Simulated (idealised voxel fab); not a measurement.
Process module name: voxel air gaps
Cross-section cut: width 175 nm, square cells of 5 nm.
We lay out every cross-section as a grid of square cells and spell it out in bands from the top down, where one band means one or more rows of cells. Top height, bottom height, nm. Materials left to right, width each, nm. Single material + "full width" = fills band edge to edge. "air" = empty. Height is counted from the level 0, under which the received wafer is composed throughout of one material. The lowest of the bands is not closed at the bottom but continues downward, in the notation "0 nm and below". Width: "30->40" (first number = top row, second number = bottom row, same change from row to row of cells). "remained unchanged" -> step changed no cross-section cell. The list in "Enclosed cavities" covers empty spaces of 8 cells or more that cannot reach the top through any open way, and it gives each as width x height at distance; the distance is from the left edge, and width, height and distance are in nm. Heads up: the bit after the settings on a step's line is the simulator's remark on that step. Among the settings permitted on a step's line is "overlay nm"; applied to a step with a mask, it specifies the extent to which the mask lay to the right of its planned position, whereas a negative figure signifies a position to the left.

SET OUT BELOW ARE THE PLANNED STEPS OF THE PROCESS
1) RECEIVE with material Si
2) CONFORMAL_DEP with material SiO2, thk nm 15
3) CONFORMAL_DEP with material SiN, thk nm 5
4) DIRECTIONAL_DEP with material SiO2, thk nm 35
5) MASKED_ETCH with tone open, mask id LINES, width nm 15, pitch nm 40, etch materials SiO2, depth nm 35, overlay nm 0
6) CONFORMAL_DEP with material TiN, thk nm 5
7) FILL_DEP with material Cu, thk nm 10
8) CMP with height nm 55
9) EPI with material Ru, thk nm 10
10) SELECTIVE_ETCH with etch materials SiO2, depth nm 45
11) CONFORMAL_DEP with material SiCN, thk nm 5

RECEIVED-STATE CROSS-SECTION, REFLECTING COMPLETION OF STEP 1
- 0 nm and below: Si full width
- Enclosed cavities: none

WAFER CROSS-SECTION AT MODULE END: FIRST OF TWO, RUN TO PLAN
- 70 nm to 65 nm: air 5 nm; SiCN 165 nm; air 5 nm
- 65 nm to 55 nm: air 5 nm; SiCN 5 nm; Ru 35 nm; SiCN 5 nm; Ru 35 nm; SiCN 5 nm; Ru 35 nm; SiCN 5 nm; Ru 35 nm; SiCN 5 nm; air 5 nm
- 55 nm to 50 nm: air 5 nm; SiCN 15 nm; TiN 5 nm; Cu 5 nm; TiN 5 nm; SiCN 25 nm; TiN 5 nm; Cu 5 nm; TiN 5 nm; SiCN 25 nm; TiN 5 nm; Cu 5 nm; TiN 5 nm; SiCN 25 nm; TiN 5 nm; Cu 5 nm; TiN 5 nm; SiCN 15 nm; air 5 nm
- 50 nm to 25 nm: air 15 nm; SiCN 5 nm; TiN 5 nm; Cu 5 nm; TiN 5 nm; SiCN 5 nm; air 15 nm; SiCN 5 nm; TiN 5 nm; Cu 5 nm; TiN 5 nm; SiCN 5 nm; air 15 nm; SiCN 5 nm; TiN 5 nm; Cu 5 nm; TiN 5 nm; SiCN 5 nm; air 15 nm; SiCN 5 nm; TiN 5 nm; Cu 5 nm; TiN 5 nm; SiCN 5 nm; air 15 nm
- 25 nm to 20 nm: SiCN 20 nm; TiN 15 nm; SiCN 25 nm; TiN 15 nm; SiCN 25 nm; TiN 15 nm; SiCN 25 nm; TiN 15 nm; SiCN 20 nm
- 20 nm to 15 nm: SiN full width
- 15 nm to 0 nm: SiO2 full width
- 0 nm and below: Si full width
- Enclosed cavities: 15 x 25 at 40; 15 x 25 at 80; 15 x 25 at 120

CROSS-SECTIONAL VIEW OF THE SECOND OF TWO WAFERS UPON COMPLETION OF THE MODULE. THIS WAFER SHARED ITS STARTING CONDITION AND PROCESS PLAN WITH THE FIRST; ONE ERROR WAS MADE DURING ITS EXECUTION
- 70 nm to 65 nm: air 5 nm; SiCN 165 nm; air 5 nm
- 65 nm to 55 nm: air 5 nm; SiCN 5 nm; Ru 35 nm; SiCN 5 nm; Ru 35 nm; SiCN 5 nm; Ru 35 nm; SiCN 5 nm; Ru 35 nm; SiCN 5 nm; air 5 nm
- 55 nm to 50 nm: air 5 nm; SiCN 15 nm; TiN 5 nm; Cu 5 nm; TiN 5 nm; SiCN 25 nm; TiN 5 nm; Cu 5 nm; TiN 5 nm; SiCN 25 nm; TiN 5 nm; Cu 5 nm; TiN 5 nm; SiCN 25 nm; TiN 5 nm; Cu 5 nm; TiN 5 nm; SiCN 15 nm; air 5 nm
- 50 nm to 30 nm: air 15 nm; SiCN 5 nm; TiN 5 nm; Cu 5 nm; TiN 5 nm; SiCN 5 nm; air 15 nm; SiCN 5 nm; TiN 5 nm; Cu 5 nm; TiN 5 nm; SiCN 5 nm; air 15 nm; SiCN 5 nm; TiN 5 nm; Cu 5 nm; TiN 5 nm; SiCN 5 nm; air 15 nm; SiCN 5 nm; TiN 5 nm; Cu 5 nm; TiN 5 nm; SiCN 5 nm; air 15 nm
- 30 nm to 25 nm: SiCN 20 nm; TiN 15 nm; SiCN 25 nm; TiN 15 nm; SiCN 25 nm; TiN 15 nm; SiCN 25 nm; TiN 15 nm; SiCN 20 nm
- 25 nm to 20 nm: SiN full width
- 20 nm to 0 nm: SiO2 full width
- 0 nm and below: Si full width
- Enclosed cavities: 15 x 20 at 40; 15 x 20 at 80; 15 x 20 at 120
Error vs. plan: step 2 deviated from plan and actually ran as CONFORMAL_DEP with material SiO2, thk nm 20
Bottom line after processing is that, in cells, the second wafer is up or down on some materials versus the first: Cu: 4 fewer | SiCN: 8 fewer | SiO2: 35 more | TiN: 8 fewer
